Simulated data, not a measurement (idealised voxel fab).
Title: Process Module voxel ribs on slabs
Displayed cross-section: cut, width of 195 nm, square cells sized 5 nm.
The cross-sections in this document take the form of a grid made of square cells. They are written out as bands, in order from top to bottom. Each band consists of one or more rows of cells.
Band entry format. Leading values: height of top, height of bottom, nm. Remainder: materials in left-to-right order, each with its width in nm. Special words: "throughout" on a single material, which then fills the band edge to edge; "blank", empty space.
A quick word on heights: they are counted from 0, and under that level the wafer as it came to us is one material throughout. The lowest band is different from the rest in having no bottom; it simply continues downward, written as in "0 nm and below".
Note: "30->40" means the width goes from the first number (top row of the band) to the second number (bottom row) in equal steps per row of cells.
A step reported as "remained the same" is a step in which no cell of the cross-section changed.
Enclosed voids (no open way to top), threshold 8 cells or more, entry "Sealed internal voids", notation width x height at distance, distance from left edge, nm.
On each step's line, the part that comes after the settings is the simulator's own comment on the step.
Among the settings permitted on a step's line is "overlay nm"; applied to a step with a mask, it specifies the extent to which the mask lay to the right of its planned position, whereas a negative figure signifies a position to the left.

Here's what the planned process steps look like
1) op RECEIVE | material Si
2) op DIRECTIONAL_DEP | material SiO2 | thk nm 25
3) op DIRECTIONAL_DEP | material SiN | thk nm 20
4) op DIRECTIONAL_DEP | material aC | thk nm 15
5) op PATTERN | tone cover | mask id RIB | material resist | width nm 25 | thk nm 30 | overlay nm 0
6) op DIRECTIONAL_ETCH | etch materials aC | depth nm 15
7) op STRIP | etch materials resist
8) op DIRECTIONAL_ETCH | etch materials SiN | depth nm 5
9) op STRIP | etch materials aC
10) op MASKED_ETCH | tone cover | mask id SLAB | width nm 75 | etch materials SiN | depth nm 15 | overlay nm 0
11) op FILL_DEP | material SiO2 | thk nm 20
12) op CMP | height nm 60
13) op DIRECTIONAL_DEP | material W | thk nm 5
14) op PATTERN | tone cover | mask id HEATER | material resist | width nm 35 | thk nm 20 | overlay nm 0
15) op DIRECTIONAL_ETCH | etch materials W | depth nm 5
16) op STRIP | etch materials resist
17) op CONFORMAL_DEP | material SiO2 | thk nm 10

First of the two wafers, run per plan

Wafer cross-section on receipt, i.e. after step 1
* 0 nm and below  Si throughout
* Sealed internal voids: none

Cross-section of the wafer subsequent to step 2
* 25 nm to 0 nm  SiO2 throughout
* Below 0, no change.

Cross-section of the wafer subsequent to step 3
* 45 nm to 25 nm  SiN throughout
* Below 25, no change.

Cross-section of the wafer subsequent to step 4
* 60 nm to 45 nm  aC throughout
* Below 45, no change.

Cross-section of the wafer subsequent to step 5
* 90 nm to 60 nm  85 of blank, then 25 of resist, then 85 of blank
* Below 60, no change.

Cross-section of the wafer subsequent to step 6
* 75 nm to 60 nm  85 of blank, then 25 of resist, then 85 of blank
* 60 nm to 45 nm  85 of blank, then 25 of aC, then 85 of blank
* Below 45, no change.

Cross-section of the wafer subsequent to step 7
* 60 nm to 45 nm  85 of blank, then 25 of aC, then 85 of blank
* Below 45, no change.

Cross-section of the wafer subsequent to step 8
* 60 nm to 45 nm  85 of blank, then 25 of aC, then 85 of blank
* 45 nm to 40 nm  85 of blank, then 25 of SiN, then 85 of blank
* Below 40, no change.

Cross-section of the wafer subsequent to step 9
* 45 nm to 40 nm  85 of blank, then 25 of SiN, then 85 of blank
* Below 40, no change.

Cross-section of the wafer subsequent to step 10
* 45 nm to 40 nm  85 of blank, then 25 of SiN, then 85 of blank
* 40 nm to 25 nm  60 of blank, then 75 of SiN, then 60 of blank
* Below 25, no change.

Cross-section of the wafer subsequent to step 11
* 65 nm to 45 nm  SiO2 throughout
* 45 nm to 40 nm  85 of SiO2, then 25 of SiN, then 85 of SiO2
* 40 nm to 25 nm  60 of SiO2, then 75 of SiN, then 60 of SiO2
* Below 25, no change.

Cross-section of the wafer subsequent to step 12
* 60 nm to 45 nm  SiO2 throughout
* Below 45, no change.

Cross-section of the wafer subsequent to step 13
* 65 nm to 60 nm  W throughout
* Below 60, no change.

Cross-section of the wafer subsequent to step 14
* 85 nm to 65 nm  80 of blank, then 35 of resist, then 80 of blank
* Below 65, no change.

Cross-section of the wafer subsequent to step 15
* 85 nm to 65 nm  80 of blank, then 35 of resist, then 80 of blank
* 65 nm to 60 nm  80 of blank, then 35 of W, then 80 of blank
* Below 60, no change.

Cross-section of the wafer subsequent to step 16
* 65 nm to 60 nm  80 of blank, then 35 of W, then 80 of blank
* Below 60, no change.

Cross-section of the wafer subsequent to step 17
* 75 nm to 70 nm  70 of blank, then 55 of SiO2, then 70 of blank
* 70 nm to 65 nm  SiO2 throughout
* 65 nm to 60 nm  80 of SiO2, then 35 of W, then 80 of SiO2
* Below 60, no change.

Second wafer, same starting state and plan as the first, one mistake in the run, identical through step 2

The second wafer in cross-section, at the planned close of step 3
* 55 nm to 25 nm  SiN throughout
* Below 25, no change.

The second wafer in cross-section, at the planned close of step 4
* 70 nm to 55 nm  aC throughout
* Below 55, no change.

The second wafer in cross-section, at the planned close of step 5
* 100 nm to 70 nm  85 of blank, then 25 of resist, then 85 of blank
* Below 70, no change.

The second wafer in cross-section, at the planned close of step 6
* 85 nm to 70 nm  85 of blank, then 25 of resist, then 85 of blank
* 70 nm to 55 nm  85 of blank, then 25 of aC, then 85 of blank
* Below 55, no change.

The second wafer in cross-section, at the planned close of step 7
* 70 nm to 55 nm  85 of blank, then 25 of aC, then 85 of blank
* Below 55, no change.

The second wafer in cross-section, at the planned close of step 8
* 70 nm to 55 nm  85 of blank, then 25 of aC, then 85 of blank
* 55 nm to 50 nm  85 of blank, then 25 of SiN, then 85 of blank
* Below 50, no change.

The second wafer in cross-section, at the planned close of step 9
* 55 nm to 50 nm  85 of blank, then 25 of SiN, then 85 of blank
* Below 50, no change.

The second wafer in cross-section, at the planned close of step 10
* 55 nm to 50 nm  85 of blank, then 25 of SiN, then 85 of blank
* 50 nm to 35 nm  60 of blank, then 75 of SiN, then 60 of blank
* Below 35, no change.

The second wafer in cross-section, at the planned close of step 11
* 75 nm to 55 nm  SiO2 throughout
* 55 nm to 50 nm  85 of SiO2, then 25 of SiN, then 85 of SiO2
* 50 nm to 35 nm  60 of SiO2, then 75 of SiN, then 60 of SiO2
* Below 35, no change.

The second wafer in cross-section, at the planned close of step 12
* 60 nm to 55 nm  SiO2 throughout
* Below 55, no change.

The second wafer in cross-section, at the planned close of step 13
* 65 nm to 60 nm  W throughout
* Below 60, no change.

The second wafer in cross-section, at the planned close of step 14
* 85 nm to 65 nm  80 of blank, then 35 of resist, then 80 of blank
* Below 65, no change.

The second wafer in cross-section, at the planned close of step 15
* 85 nm to 65 nm  80 of blank, then 35 of resist, then 80 of blank
* 65 nm to 60 nm  80 of blank, then 35 of W, then 80 of blank
* Below 60, no change.

The second wafer in cross-section, at the planned close of step 16
* 65 nm to 60 nm  80 of blank, then 35 of W, then 80 of blank
* Below 60, no change.

The second wafer in cross-section, at the planned close of step 17
* 75 nm to 70 nm  70 of blank, then 55 of SiO2, then 70 of blank
* 70 nm to 65 nm  SiO2 throughout
* 65 nm to 60 nm  80 of SiO2, then 35 of W, then 80 of SiO2
* Below 60, no change.
Where did the run depart from the plan? note that step 3 departed from the planned setting and was carried out as op DIRECTIONAL_DEP | material SiN | thk nm 30
Bottom line after processing is that, in cells, the second wafer is up or down on some materials versus the first: SiN +78 | SiO2 -78
